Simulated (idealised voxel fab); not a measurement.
process module | voxel spacer lines
cross-section cut | 200 nm wide | cells 5 nm
A cross-section is a grid of square cells, given in bands from the top down. A band is one or more rows of cells.
Each band's line starts with the height of the band's top and of its bottom, in nm. Then come its materials from left to right, each with its width in nm. One material with "throughout" fills the band from edge to edge. "air" is empty space.
Height 0 is the level under which the wafer as received is all one material. The lowest band goes on downwards, as in "0 down".
A width such as "30 to 40" changes by the same amount from each row of cells to the next, from the band's top row to its bottom row.
"no change" after a step means that no cell of the cross-section changed.
closed voids: empty space of 8 cells or more with no open way to the top, each as width x height at its distance from the left edge, in nm
after a step's settings: what the simulator itself notes on the step
overlay nm, on a step with a mask: how far to the right of its planned place the mask lay; to the left if negative
plan
1 op RECEIVE | material Si
2 op CONFORMAL_DEP | material Al2O3 | thk nm 5
3 op DIRECTIONAL_DEP | material SiN | thk nm 15
4 op DIRECTIONAL_DEP | material polySi | thk nm 30
5 op PATTERN | tone cover | mask id MANDREL | material resist | width nm 25 | pitch nm 70 | thk nm 40 | overlay nm 0
6 op DIRECTIONAL_ETCH | etch materials polySi | depth nm 30
7 op STRIP | etch materials resist
8 op CONFORMAL_DEP | material SiO2 | thk nm 10
9 op DIRECTIONAL_ETCH | etch materials SiO2 | depth nm 10
10 op STRIP | etch materials polySi
11 op DIRECTIONAL_ETCH | etch materials SiN | depth nm 15
12 op STRIP | etch materials SiO2
as received, after step 1
  0 down: Si throughout
  closed voids: none
first wafer at the end, as planned
  20 to 5: air 5 | SiN 10 | air 25 | SiN 10 | air 25 | SiN 10 | air 25 | SiN 10 | air 25 | SiN 10 | air 25 | SiN 10 | air 10
  5 to 0: Al2O3 throughout
  0 down: Si throughout
  closed voids: none
second wafer at the end: like start, like plan, one mistake
  20 to 5: air 5 | SiN 45 | air 25 | SiN 45 | air 25 | SiN 45 | air 10
  5 to 0: Al2O3 throughout
  0 down: Si throughout
  closed voids: none
what went wrong: steps 10 and 11 were swapped
at the end the second wafer has, in cells: 45 more of SiN
